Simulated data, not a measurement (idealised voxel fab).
The process module presented herein is designated voxel ribs on slabs.
Cross-section cut: width 270 nm, square cells of 5 nm.
Heads up, the way a cross-section reads in here is a grid of square cells, handed over as bands from the top down, with every band being one or more rows of cells. Per band: top height and bottom height in nm, followed by the left-to-right materials and their widths in nm; "throughout" marks a single material spanning edge to edge, "blank" marks empty space. Height reference: 0 = level under which incoming wafer is all one material. Lowest band: no bottom, runs on downward, e.g. "0 -> down". So if you see something like "30..40" for the width, read it as the top row of the band sitting at the first number and the bottom row at the second, with every row in between moving by the same amount as the last. "stayed the same" -> step changed no cross-section cell. This entry, "Fully sealed cavities", enumerates those empty regions of no fewer than 8 cells that possess no open connection to the top. Each region is reported in the form width x height at distance, the distance being taken from the left edge, with all three quantities expressed in nm. Whatever follows a step's settings on its line is a remark the simulator itself makes about that step. "overlay nm" on a masked step: distance the mask lay right of its planned place, negative for left.

-- Listed below are the process steps as planned
step 1: RECEIVE (material Si)
step 2: DIRECTIONAL_DEP (material SiO2; thk nm 30)
step 3: DIRECTIONAL_DEP (material SiN; thk nm 20)
step 4: DIRECTIONAL_DEP (material aC; thk nm 10)
step 5: PATTERN (tone cover; mask id RIB; material resist; width nm 15; thk nm 30; overlay nm 0)
step 6: DIRECTIONAL_ETCH (etch materials aC; depth nm 10)
step 7: STRIP (etch materials resist)
step 8: DIRECTIONAL_ETCH (etch materials SiN; depth nm 15)
step 9: STRIP (etch materials aC)
step 10: MASKED_ETCH (tone cover; mask id SLAB; width nm 75; etch materials SiN; depth nm 5; overlay nm 0)
step 11: FILL_DEP (material SiO2; thk nm 25)
step 12: CMP (height nm 70)
step 13: DIRECTIONAL_DEP (material W; thk nm 5)
step 14: MASKED_ETCH (tone cover; mask id HEATER; width nm 25; etch materials W; depth nm 5; overlay nm 0)
step 15: CONFORMAL_DEP (material SiO2; thk nm 5)

-- as received, after step 1
- 0 -> down: Si throughout
- Fully sealed cavities: none

-- Wafer cross-section at module end: first of two, run to plan
- 80 -> 75: 115 of blank / 35 of SiO2 / 120 of blank
- 75 -> 70: 120 of SiO2 / 25 of W / 125 of SiO2
- 70 -> 50: SiO2 throughout
- 50 -> 35: 125 of SiO2 / 15 of SiN / 130 of SiO2
- 35 -> 30: 95 of SiO2 / 75 of SiN / 100 of SiO2
- 30 -> 0: SiO2 throughout
- 0 -> down: Si throughout
- Fully sealed cavities: none

-- Same start, same plan as the first wafer - but one mistake in the run. Cross-section of the second of the two at the end of the module
- 80 -> 75: 120 of blank / 35 of SiO2 / 115 of blank
- 75 -> 70: 125 of SiO2 / 25 of W / 120 of SiO2
- 70 -> 50: SiO2 throughout
- 50 -> 35: 125 of SiO2 / 15 of SiN / 130 of SiO2
- 35 -> 30: 95 of SiO2 / 75 of SiN / 100 of SiO2
- 30 -> 0: SiO2 throughout
- 0 -> down: Si throughout
- Fully sealed cavities: none
It is concluded that the wafer was processed incorrectly with respect to the plan, in that step 14 did not use the planned setting and instead ran as MASKED_ETCH (tone cover; mask id HEATER; width nm 25; etch materials W; depth nm 5; overlay nm 5)
Same inventory, different map: at the end, the second wafer holds as many cells of each material as the first, placed elsewhere.
